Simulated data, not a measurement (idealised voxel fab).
Proc. module: voxel air gaps
Xsec cut, 295 nm wide, square cell size 5 nm.
Throughout this document, each cross-section is represented as a grid of square cells and is presented as a sequence of bands enumerated from the top downward, where a band comprises one or more rows of cells. Band: top height; bottom height; in nm. Then, left to right: material with width in nm, for each material. "everywhere": a single material spanning edge to edge. "air": empty space. Counting heights begins at 0, where everything beneath is, in the wafer as received, one material. The lowest band has no bottom; it goes on downwards, as "0 nm and below" shows. A width given as "30->40" starts at the first number in the band's top row and ends at the second number in its bottom row, shifting by an equal amount at every step from row to row. A step reported as "nothing changed" is a step in which no cell of the cross-section changed. For the entry "Listed closed voids", the listed items are empty spaces with no open way to the top whose size is 8 cells or more; each item follows the pattern width x height at distance, where distance is from the left edge and all three are in nm. after a step's settings: what the simulator itself notes on the step. On any step carrying a mask, the "overlay nm" setting, if present on the step's line, tells how far right of its planned place the mask lay; negative values point to the left.

# Below is the list of planned process steps
- 1: RECEIVE | material Si
- 2: CONFORMAL_DEP | material SiO2 | thk nm 15
- 3: CONFORMAL_DEP | material SiCN | thk nm 5
- 4: DIRECTIONAL_DEP | material lowk | thk nm 40
- 5: MASKED_ETCH | tone open | mask id LINES | width nm 20 | pitch nm 50 | etch materials lowk | depth nm 40 | overlay nm 0
- 6: CONFORMAL_DEP | material TiN | thk nm 5
- 7: FILL_DEP | material W | thk nm 5
- 8: CMP | height nm 60
- 9: EPI | material Ru | thk nm 10
- 10: SELECTIVE_ETCH | etch materials lowk | depth nm 50
- 11: CONFORMAL_DEP | material SiCN | thk nm 5

# First wafer of two (run as planned)

# The cross-section here shows the wafer as received, i.e. in its state after step 1
  0 nm and below = Si everywhere
  Listed closed voids: none

# Sectional view: wafer, after step 2
  15 nm to 0 nm = SiO2 everywhere
  All layers under 0 are left as they were.

# Sectional view: wafer, after step 3
  20 nm to 15 nm = SiCN everywhere
  All layers under 15 are left as they were.

# Sectional view: wafer, after step 4
  60 nm to 20 nm = lowk everywhere
  All layers under 20 are left as they were.

# Sectional view: wafer, after step 5
  60 nm to 20 nm = lowk=60 / air=20 / lowk=30 / air=20 / lowk=30 / air=20 / lowk=30 / air=20 / lowk=65
  All layers under 20 are left as they were.

# Sectional view: wafer, after step 6
  65 nm to 60 nm = TiN=65 / air=10 / TiN=40 / air=10 / TiN=40 / air=10 / TiN=40 / air=10 / TiN=70
  60 nm to 25 nm = lowk=60 / TiN=5 / air=10 / TiN=5 / lowk=30 / TiN=5 / air=10 / TiN=5 / lowk=30 / TiN=5 / air=10 / TiN=5 / lowk=30 / TiN=5 / air=10 / TiN=5 / lowk=65
  25 nm to 20 nm = lowk=60 / TiN=20 / lowk=30 / TiN=20 / lowk=30 / TiN=20 / lowk=30 / TiN=20 / lowk=65
  All layers under 20 are left as they were.

# Sectional view: wafer, after step 7
  70 nm to 65 nm = W everywhere
  65 nm to 60 nm = TiN=65 / W=10 / TiN=40 / W=10 / TiN=40 / W=10 / TiN=40 / W=10 / TiN=70
  60 nm to 25 nm = lowk=60 / TiN=5 / W=10 / TiN=5 / lowk=30 / TiN=5 / W=10 / TiN=5 / lowk=30 / TiN=5 / W=10 / TiN=5 / lowk=30 / TiN=5 / W=10 / TiN=5 / lowk=65
  All layers under 25 are left as they were.

# Sectional view: wafer, after step 8
  60 nm to 25 nm = lowk=60 / TiN=5 / W=10 / TiN=5 / lowk=30 / TiN=5 / W=10 / TiN=5 / lowk=30 / TiN=5 / W=10 / TiN=5 / lowk=30 / TiN=5 / W=10 / TiN=5 / lowk=65
  All layers under 25 are left as they were.

# Sectional view: wafer, after step 9
  70 nm to 60 nm = air=50 / Ru=40 / air=10 / Ru=40 / air=10 / Ru=40 / air=10 / Ru=40 / air=55
  All layers under 60 are left as they were.

# Sectional view: wafer, after step 10
  70 nm to 60 nm = air=50 / Ru=40 / air=10 / Ru=40 / air=10 / Ru=40 / air=10 / Ru=40 / air=55
  60 nm to 25 nm = air=60 / TiN=5 / W=10 / TiN=5 / air=30 / TiN=5 / W=10 / TiN=5 / air=30 / TiN=5 / W=10 / TiN=5 / air=30 / TiN=5 / W=10 / TiN=5 / air=65
  25 nm to 20 nm = air=60 / TiN=20 / air=30 / TiN=20 / air=30 / TiN=20 / air=30 / TiN=20 / air=65
  All layers under 20 are left as they were.

# Sectional view: wafer, after step 11
  75 nm to 70 nm = air=45 / SiCN=200 / air=50
  70 nm to 60 nm = air=45 / SiCN=5 / Ru=40 / SiCN=10 / Ru=40 / SiCN=10 / Ru=40 / SiCN=10 / Ru=40 / SiCN=5 / air=50
  60 nm to 55 nm = air=45 / SiCN=15 / TiN=5 / W=10 / TiN=5 / SiCN=30 / TiN=5 / W=10 / TiN=5 / SiCN=30 / TiN=5 / W=10 / TiN=5 / SiCN=30 / TiN=5 / W=10 / TiN=5 / SiCN=15 / air=50
  55 nm to 25 nm = air=55 / SiCN=5 / TiN=5 / W=10 / TiN=5 / SiCN=5 / air=20 / SiCN=5 / TiN=5 / W=10 / TiN=5 / SiCN=5 / air=20 / SiCN=5 / TiN=5 / W=10 / TiN=5 / SiCN=5 / air=20 / SiCN=5 / TiN=5 / W=10 / TiN=5 / SiCN=5 / air=60
  25 nm to 20 nm = SiCN=60 / TiN=20 / SiCN=30 / TiN=20 / SiCN=30 / TiN=20 / SiCN=30 / TiN=20 / SiCN=65
  All layers under 20 are left as they were.
  Listed closed voids: 20 x 30 at 85; 20 x 30 at 135; 20 x 30 at 185

# Second wafer: same start and same plan as the first, one execution error; identical to the first through step 10

Cross-section of the second wafer when, according to plan, step 11 should have finished: nothing changed
Run error: step 11 was dropped from the plan's execution and never run
End of process, cell counts, second wafer against first, materials with more or fewer: SiCN: 171 fewer
Closed voids, final: 3 / 0 (first wafer / second wafer).
